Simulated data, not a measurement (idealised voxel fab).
process module | voxel ribs on slabs
cross-section cut | 250 nm wide | cells 5 nm
A cross-section is a grid of square cells, given in bands from the top down. A band is one or more rows of cells.
Each band's line starts with the height of the band's top and of its bottom, in nm. Then come its materials from left to right, each with its width in nm. One material with "throughout" fills the band from edge to edge. "air" is empty space.
Height 0 is the level under which the wafer as received is all one material. The lowest band goes on downwards, as in "0 down".
A width such as "30 to 40" changes by the same amount from each row of cells to the next, from the band's top row to its bottom row.
"no change" after a step means that no cell of the cross-section changed.
closed voids: empty space of 8 cells or more with no open way to the top, each as width x height at its distance from the left edge, in nm
after a step's settings: what the simulator itself notes on the step
overlay nm, on a step with a mask: how far to the right of its planned place the mask lay; to the left if negative
plan
1 op RECEIVE | material Si
2 op DIRECTIONAL_DEP | material SiO2 | thk nm 20
3 op DIRECTIONAL_DEP | material SiN | thk nm 25
4 op PATTERN | tone cover | mask id RIB | material resist | width nm 25 | thk nm 15 | overlay nm 0
5 op DIRECTIONAL_ETCH | etch materials SiN | depth nm 5
6 op STRIP | etch materials resist
7 op DIRECTIONAL_DEP | material aC | thk nm 10
8 op PATTERN | tone cover | mask id SLAB | material resist | width nm 55 | thk nm 25 | overlay nm 0
9 op DIRECTIONAL_ETCH | etch materials aC | depth nm 10
10 op STRIP | etch materials resist
11 op DIRECTIONAL_ETCH | etch materials SiN | depth nm 20
12 op STRIP | etch materials aC
13 op FILL_DEP | material SiO2 | thk nm 25
14 op CMP | height nm 65
15 op DIRECTIONAL_DEP | material TiN | thk nm 10
16 op DIRECTIONAL_DEP | material aC | thk nm 15
17 op PATTERN | tone cover | mask id HEATER | material resist | width nm 35 | thk nm 35 | overlay nm 0
18 op DIRECTIONAL_ETCH | etch materials aC | depth nm 15
19 op STRIP | etch materials resist
20 op DIRECTIONAL_ETCH | etch materials TiN | depth nm 10
21 op STRIP | etch materials aC
22 op CONFORMAL_DEP | material SiN | thk nm 10
as received, after step 1
  0 down: Si throughout
  closed voids: none
first wafer at the end, as planned
  85 to 75: air 95 | SiN 55 | air 100
  75 to 65: SiN 105 | TiN 35 | SiN 110
  65 to 45: SiO2 throughout
  45 to 40: SiO2 110 | SiN 25 | SiO2 115
  40 to 20: SiO2 95 | SiN 55 | SiO2 100
  20 to 0: SiO2 throughout
  0 down: Si throughout
  closed voids: none
second wafer at the end: like start, like plan, one mistake
  85 to 75: air 95 | SiN 55 | air 100
  75 to 65: SiN 105 | TiN 35 | SiN 110
  65 to 45: SiO2 throughout
  45 to 40: SiO2 105 | SiN 35 | SiO2 110
  40 to 20: SiO2 95 | SiN 55 | SiO2 100
  20 to 0: SiO2 throughout
  0 down: Si throughout
  closed voids: none
what went wrong: step 4 ran as: op PATTERN | tone cover | mask id RIB | material resist | width nm 35 | thk nm 15 | overlay nm 0
at the end the second wafer has, in cells: 2 more of SiN | 2 fewer of SiO2
